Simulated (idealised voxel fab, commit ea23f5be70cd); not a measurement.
voxel double patterning: a process module
Square cell edge 5 nm, section width 295 nm, ID cut.
Think of the cross-section as a grid of square cells. We describe it in bands, top to bottom, and each band covers one or more rows of those cells. Band entry format. Leading values: height of top, height of bottom, nm. Remainder: materials in left-to-right order, each with its width in nm. Special words: "full width" on a single material, which then fills the band edge to edge; "blank", empty space. A quick word on heights: they are counted from 0, and under that level the wafer as it came to us is one material throughout. The lowest band is different from the rest in having no bottom; it simply continues downward, written as in "top 0, no bottom". So if you see something like "30 to 40" for the width, read it as the top row of the band sitting at the first number and the bottom row at the second, with every row in between moving by the same amount as the last. The cross-section has no changed cell in any step marked "no alteration". "Closed void table" means: voids of 8 cells or more that are shut off from the top with no open way through. Written width x height at distance, distance from the left edge, in nm. That trailing text on a step's line, after the settings, is the simulator's own remark on the step. overlay nm: how far to the right of its planned place the mask lay on this masked step (negative: to the left).
Process steps (planned):
| 1 | RECEIVE (material Si) |
| 2 | CONFORMAL_DEP (material SiO2; thk nm 10) |
| 3 | DIRECTIONAL_DEP (material polySi; thk nm 15) |
| 4 | DIRECTIONAL_DEP (material SiCN; thk nm 10) |
| 5 | MASKED_ETCH (tone open; mask id FIRST; width nm 15; pitch nm 50; etch materials SiCN; depth nm 10; overlay nm 0) |
| 6 | DIRECTIONAL_DEP (material aC; thk nm 15) |
| 7 | PATTERN (tone open; mask id SECOND; material resist; width nm 15; pitch nm 50; thk nm 35; overlay nm 0) |
| 8 | DIRECTIONAL_ETCH (etch materials aC; depth nm 15) |
| 9 | STRIP (etch materials resist) |
| 10 | DIRECTIONAL_ETCH (etch materials SiCN; depth nm 10) |
| 11 | STRIP (etch materials aC) |
| 12 | DIRECTIONAL_ETCH (etch materials polySi; depth nm 15) |
| 13 | STRIP (etch materials SiCN) |
Incoming wafer in cross-section (state: after step 1):
> top 0, no bottom  Si full width
> Closed void table: none
Cross-section, first of two wafers, end of module, run as planned:
> top 25, bottom 10  polySi 90; blank 15; polySi 10; blank 15; polySi 10; blank 15; polySi 10; blank 15; polySi 10; blank 15; polySi 90
> top 10, bottom 0  SiO2 full width
> top 0, no bottom  Si full width
> Closed void table: none
Second of two wafers, module complete, sectioned: it shares the first wafer's start and plan but was run with one mistake:
> top 25, bottom 10  polySi 90; blank 15; polySi 20; blank 30; polySi 20; blank 30; polySi 90
> top 10, bottom 0  SiO2 full width
> top 0, no bottom  Si full width
> Closed void table: none
What was done differently from what was planned? step 7 was not run as planned; what actually ran was PATTERN (tone open; mask id SECOND; material resist; width nm 15; pitch nm 50; thk nm 35; overlay nm 10)
Upon completion, the cell count for each material on the second wafer equals that on the first, whereas the spatial distribution of those cells differs.
